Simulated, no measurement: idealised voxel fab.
process module | voxel fin reveal
cross-section cut | 245 nm wide | cells 5 nm
A cross-section is a grid of square cells, given in bands from the top down. A band is one or more rows of cells.
Each band's line starts with the height of the band's top and of its bottom, in nm. Then come its materials from left to right, each with its width in nm. One material with "throughout" fills the band from edge to edge. "air" is empty space.
Height 0 is the level under which the wafer as received is all one material. The lowest band goes on downwards, as in "0 down".
A width such as "30 to 40" changes by the same amount from each row of cells to the next, from the band's top row to its bottom row.
"no change" after a step means that no cell of the cross-section changed.
closed voids: empty space of 8 cells or more with no open way to the top, each as width x height at its distance from the left edge, in nm
after a step's settings: what the simulator itself notes on the step
overlay nm, on a step with a mask: how far to the right of its planned place the mask lay; to the left if negative
plan
1 op RECEIVE | material Si
2 op CONFORMAL_DEP | material SiN | thk nm 5
3 op MASKED_ETCH | tone cover | mask id FINS | width nm 15 | pitch nm 45 | etch materials SiN | depth nm 5 | overlay nm 0
4 op MASKED_ETCH | tone cover | mask id FINS | width nm 15 | pitch nm 45 | etch materials Si | depth nm 30 | overlay nm 0
5 op OXIDIZE | depth nm 5
6 op FILL_DEP | material SiO2 | thk nm 10
7 op CMP | height nm 5
8 op SELECTIVE_ETCH | etch materials SiO2 | depth nm 20
9 op STRIP | etch materials SiN
10 op CONFORMAL_DEP | material HfO2 | thk nm 5
as received, after step 1
  0 down: Si throughout
  closed voids: none
first wafer at the end, as planned
  5 to 0: air 70 | HfO2 15 | air 30 | HfO2 15 | air 30 | HfO2 15 | air 70
  0 to -10: air 70 | HfO2 5 | Si 5 | HfO2 5 | air 30 | HfO2 5 | Si 5 | HfO2 5 | air 30 | HfO2 5 | Si 5 | HfO2 5 | air 70
  -10 to -15: HfO2 75 | Si 5 | HfO2 40 | Si 5 | HfO2 40 | Si 5 | HfO2 75
  -15 to -35: SiO2 75 | Si 5 | SiO2 40 | Si 5 | SiO2 40 | Si 5 | SiO2 75
  -35 down: Si throughout
  closed voids: none
second wafer at the end: like start, like plan, one mistake
  5 to 0: air 65 | HfO2 25 | air 20 | HfO2 25 | air 20 | HfO2 25 | air 65
  0 to -10: air 65 | HfO2 5 | Si 15 | HfO2 5 | air 20 | HfO2 5 | Si 15 | HfO2 5 | air 20 | HfO2 5 | Si 15 | HfO2 5 | air 65
  -10 to -15: HfO2 70 | Si 15 | HfO2 30 | Si 15 | HfO2 30 | Si 15 | HfO2 70
  -15 to -35: SiO2 70 | Si 15 | SiO2 30 | Si 15 | SiO2 30 | Si 15 | SiO2 70
  -35 down: Si throughout
  closed voids: none
what went wrong: step 3 ran as: op MASKED_ETCH | tone cover | mask id FINS | width nm 25 | pitch nm 45 | etch materials SiN | depth nm 5 | overlay nm 0
at the end the second wafer has, in cells: 42 more of Si | 24 fewer of SiO2
